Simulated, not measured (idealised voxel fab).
The following process module bears the name voxel wiring stack.
Square cell edge 5 nm, section width 260 nm, ID cut.
Notation: cross-section as square-cell grid; stated in bands, top first, going down; one or more cell rows per band.
This entry defines a band. It first specifies the height of the band's top and the height of its bottom in nm, and then specifies the band's materials from left to right, stating each material with its width in nm. The word "everywhere" identifies a single material that fills the band from edge to edge, while the word "air" identifies empty space.
Measure heights from 0. That's the level where, below it, the as-received wafer is all one material. The lowest band is bottomless and extends downward; write it as in "z 0 and below".
The width entry "30->40" should be interpreted row by row: the top row of cells in the band takes the first number, the bottom row takes the second number, and the change between adjacent rows is uniform throughout.
"everything unchanged" (step): cross-section cells unchanged, all of them.
Closed-off voids of 8+ cells (no open route to the top) go in "Enclosed cavity list", written width x height at distance from the left edge, in nm.
Heads up: the bit after the settings on a step's line is the simulator's remark on that step.
The optional step-line setting "overlay nm" applies to steps with a mask and quantifies how far to the right of its planned location the mask lay, a negative value indicating leftward placement.
-- Process steps foreseen in the plan
1) RECEIVE,material Si
2) CONFORMAL_DEP,material SiO2,thk nm 15
3) CONFORMAL_DEP,material SiCN,thk nm 5
4) DIRECTIONAL_DEP,material lowk,thk nm 20
5) MASKED_ETCH,tone open,mask id METAL_1,width nm 25,pitch nm 50,etch materials lowk,depth nm 20,overlay nm 0
6) MASKED_ETCH,tone open,mask id METAL_1,width nm 25,pitch nm 50,etch materials SiCN,depth nm 5,overlay nm 0
7) CONFORMAL_DEP,material TiN,thk nm 5
8) FILL_DEP,material Cu,thk nm 10
9) CMP,height nm 40
10) CONFORMAL_DEP,material SiCN,thk nm 5
11) DIRECTIONAL_DEP,material lowk,thk nm 15
12) MASKED_ETCH,tone open,mask id PLUG_1,width nm 15,pitch nm 100,etch materials lowk,depth nm 15,overlay nm 0
13) MASKED_ETCH,tone open,mask id PLUG_1,width nm 15,pitch nm 100,etch materials SiCN,depth nm 5,overlay nm 0
14) EPI,material Ru,thk nm 10
15) EPI,material Ru,thk nm 10
16) CONFORMAL_DEP,material SiCN,thk nm 5
17) DIRECTIONAL_DEP,material SiO2,thk nm 25
18) DIRECTIONAL_DEP,material aC,thk nm 15
19) PATTERN,tone open,mask id METAL_2,material resist,width nm 25,pitch nm 50,thk nm 30,overlay nm 0
20) DIRECTIONAL_ETCH,etch materials aC,depth nm 15
21) STRIP,etch materials resist
22) DIRECTIONAL_ETCH,etch materials SiO2,depth nm 25
23) DIRECTIONAL_ETCH,etch materials SiCN,depth nm 5
24) STRIP,etch materials aC
25) CONFORMAL_DEP,material TiN,thk nm 5
26) FILL_DEP,material Cu,thk nm 5
27) CMP,height nm 90
28) CONFORMAL_DEP,material SiCN,thk nm 5
29) DIRECTIONAL_DEP,material SiO2,thk nm 15
30) DIRECTIONAL_DEP,material aC,thk nm 15
31) PATTERN,tone open,mask id PLUG_2,material resist,width nm 15,pitch nm 50,thk nm 30,overlay nm 0
32) DIRECTIONAL_ETCH,etch materials aC,depth nm 15
33) STRIP,etch materials resist
34) DIRECTIONAL_ETCH,etch materials SiO2,depth nm 15
35) DIRECTIONAL_ETCH,etch materials SiCN,depth nm 5
36) STRIP,etch materials aC
37) CONFORMAL_DEP,material TiN,thk nm 5
38) FILL_DEP,material Cu,thk nm 10
39) CMP,height nm 110
40) DIRECTIONAL_DEP,material TiN,thk nm 5
41) DIRECTIONAL_DEP,material Ru,thk nm 20
42) PATTERN,tone cover,mask id METAL_3,material resist,width nm 25,pitch nm 50,thk nm 15,overlay nm 0
43) DIRECTIONAL_ETCH,etch materials Ru,depth nm 20
44) DIRECTIONAL_ETCH,etch materials TiN,depth nm 5
45) STRIP,etch materials resist
46) FILL_DEP,material lowk,thk nm 5
47) CMP,height nm 135
48) CONFORMAL_DEP,material SiCN,thk nm 5
49) DIRECTIONAL_DEP,material lowk,thk nm 20
50) MASKED_ETCH,tone open,mask id PLUG_3,width nm 15,pitch nm 50,etch materials lowk,depth nm 20,overlay nm 0
51) MASKED_ETCH,tone open,mask id PLUG_3,width nm 15,pitch nm 50,etch materials SiCN,depth nm 5,overlay nm 0
52) EPI,material Ru,thk nm 10
53) EPI,material Ru,thk nm 10
54) EPI,material Ru,thk nm 5
55) CONFORMAL_DEP,material SiCN,thk nm 5
56) DIRECTIONAL_DEP,material lowk,thk nm 15
57) PATTERN,tone open,mask id METAL_4,material resist,width nm 25,pitch nm 50,thk nm 15,overlay nm 0
58) DIRECTIONAL_ETCH,etch materials lowk,depth nm 15
59) DIRECTIONAL_ETCH,etch materials SiCN,depth nm 5
60) STRIP,etch materials resist
61) CONFORMAL_DEP,material TiN,thk nm 5
62) FILL_DEP,material Ru,thk nm 5
63) CMP,height nm 180
64) CONFORMAL_DEP,material SiCN,thk nm 5
-- As received (post step 1): cross-section
z 0 and below = Si everywhere
Enclosed cavity list: none
-- Result of the module, cross-sectioned: start per above, plan per above, one error in how it was run
z 185 to 180 = SiCN everywhere
z 180 to 165 = 40 nm lowk / 5 nm TiN / 15 nm Ru / 5 nm TiN / 25 nm lowk / 5 nm TiN / 15 nm Ru / 5 nm TiN / 25 nm lowk / 5 nm TiN / 15 nm Ru / 5 nm TiN / 25 nm lowk / 5 nm TiN / 15 nm Ru / 5 nm TiN / 45 nm lowk
z 165 to 160 = 40 nm SiCN / 25 nm TiN / 25 nm SiCN / 25 nm TiN / 25 nm SiCN / 25 nm TiN / 25 nm SiCN / 25 nm TiN / 45 nm SiCN
z 160 to 140 = 40 nm lowk / 15 nm Ru / 35 nm lowk / 15 nm Ru / 35 nm lowk / 15 nm Ru / 35 nm lowk / 15 nm Ru / 55 nm lowk
z 140 to 135 = 40 nm SiCN / 15 nm Ru / 35 nm SiCN / 15 nm Ru / 35 nm SiCN / 15 nm Ru / 35 nm SiCN / 15 nm Ru / 55 nm SiCN
z 135 to 115 = 40 nm lowk / 25 nm Ru / 25 nm lowk / 25 nm Ru / 25 nm lowk / 25 nm Ru / 25 nm lowk / 25 nm Ru / 45 nm lowk
z 115 to 110 = 40 nm lowk / 25 nm TiN / 25 nm lowk / 25 nm TiN / 25 nm lowk / 25 nm TiN / 25 nm lowk / 25 nm TiN / 45 nm lowk
z 110 to 95 = 35 nm Cu / 5 nm TiN / 15 nm SiO2 / 5 nm TiN / 25 nm Cu / 5 nm TiN / 15 nm SiO2 / 5 nm TiN / 25 nm Cu / 5 nm TiN / 15 nm SiO2 / 5 nm TiN / 25 nm Cu / 5 nm TiN / 15 nm SiO2 / 5 nm TiN / 50 nm Cu
z 95 to 90 = 40 nm TiN / 15 nm SiCN / 35 nm TiN / 15 nm SiCN / 35 nm TiN / 15 nm SiCN / 35 nm TiN / 15 nm SiCN / 55 nm TiN
z 90 to 65 = 40 nm SiO2 / 5 nm TiN / 15 nm Cu / 5 nm TiN / 25 nm SiO2 / 5 nm TiN / 15 nm Cu / 5 nm TiN / 25 nm SiO2 / 5 nm TiN / 15 nm Cu / 5 nm TiN / 25 nm SiO2 / 5 nm TiN / 15 nm Cu / 5 nm TiN / 45 nm SiO2
z 65 to 60 = 40 nm SiCN / 25 nm TiN / 25 nm SiCN / 25 nm TiN / 25 nm SiCN / 25 nm TiN / 25 nm SiCN / 25 nm TiN / 45 nm SiCN
z 60 to 45 = 40 nm lowk / 15 nm Ru / 85 nm lowk / 15 nm Ru / 105 nm lowk
z 45 to 40 = 40 nm SiCN / 15 nm Ru / 85 nm SiCN / 15 nm Ru / 105 nm SiCN
z 40 to 20 = 40 nm lowk / 5 nm TiN / 15 nm Cu / 5 nm TiN / 25 nm lowk / 5 nm TiN / 15 nm Cu / 5 nm TiN / 25 nm lowk / 5 nm TiN / 15 nm Cu / 5 nm TiN / 25 nm lowk / 5 nm TiN / 15 nm Cu / 5 nm TiN / 45 nm lowk
z 20 to 15 = 40 nm SiCN / 25 nm TiN / 25 nm SiCN / 25 nm TiN / 25 nm SiCN / 25 nm TiN / 25 nm SiCN / 25 nm TiN / 45 nm SiCN
z 15 to 0 = SiO2 everywhere
z 0 and below = Si everywhere
Enclosed cavity list: none
What was done differently from what was planned? planned and actual differ for step 31; actual: PATTERN,tone cover,mask id PLUG_2,material resist,width nm 15,pitch nm 50,thk nm 30,overlay nm 0
